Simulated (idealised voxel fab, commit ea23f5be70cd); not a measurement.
process module | voxel spacer lines
cross-section cut | 260 nm wide | cells 5 nm
A cross-section is a grid of square cells, given in bands from the top down. A band is one or more rows of cells.
Each band's line starts with the height of the band's top and of its bottom, in nm. Then come its materials from left to right, each with its width in nm. One material with "throughout" fills the band from edge to edge. "air" is empty space.
Height 0 is the level under which the wafer as received is all one material. The lowest band goes on downwards, as in "0 down".
A width such as "30 to 40" changes by the same amount from each row of cells to the next, from the band's top row to its bottom row.
"no change" after a step means that no cell of the cross-section changed.
closed voids: empty space of 8 cells or more with no open way to the top, each as width x height at its distance from the left edge, in nm
after a step's settings: what the simulator itself notes on the step
overlay nm, on a step with a mask: how far to the right of its planned place the mask lay; to the left if negative
plan
1 op RECEIVE | material Si
2 op CONFORMAL_DEP | material Al2O3 | thk nm 5
3 op DIRECTIONAL_DEP | material SiN | thk nm 10
4 op DIRECTIONAL_DEP | material aC | thk nm 20
5 op PATTERN | tone cover | mask id MANDREL | material resist | width nm 25 | pitch nm 70 | thk nm 30 | overlay nm -15
6 op DIRECTIONAL_ETCH | etch materials aC | depth nm 20
7 op STRIP | etch materials resist
8 op CONFORMAL_DEP | material SiO2 | thk nm 10
9 op DIRECTIONAL_ETCH | etch materials SiO2 | depth nm 10
10 op STRIP | etch materials aC
11 op DIRECTIONAL_ETCH | etch materials SiN | depth nm 10
12 op STRIP | etch materials SiO2
13 op FILL_DEP | material SiO2 | thk nm 10
14 op CMP | height nm 15
varied across the wafers: overlay nm of step 5. The plan shows the first wafer's value. All wafers start alike
first wafer as received, after step 1
  0 down: Si throughout
  closed voids: none
each wafer at the end: cells of each material gained (+) or lost (-) since it was received, then its closed voids
overlay nm -15 | +52 Al2O3 | +24 SiN | +80 SiO2 | closed voids: none
overlay nm -10 | +52 Al2O3 | +24 SiN | +80 SiO2 | closed voids: none
overlay nm -5 | +52 Al2O3 | +24 SiN | +80 SiO2 | closed voids: none
overlay nm 0 | +52 Al2O3 | +24 SiN | +80 SiO2 | closed voids: none
overlay nm 5 | +52 Al2O3 | +24 SiN | +80 SiO2 | closed voids: none
overlay nm 10 | +52 Al2O3 | +24 SiN | +80 SiO2 | closed voids: none
overlay nm 15 | +52 Al2O3 | +24 SiN | +80 SiO2 | closed voids: none
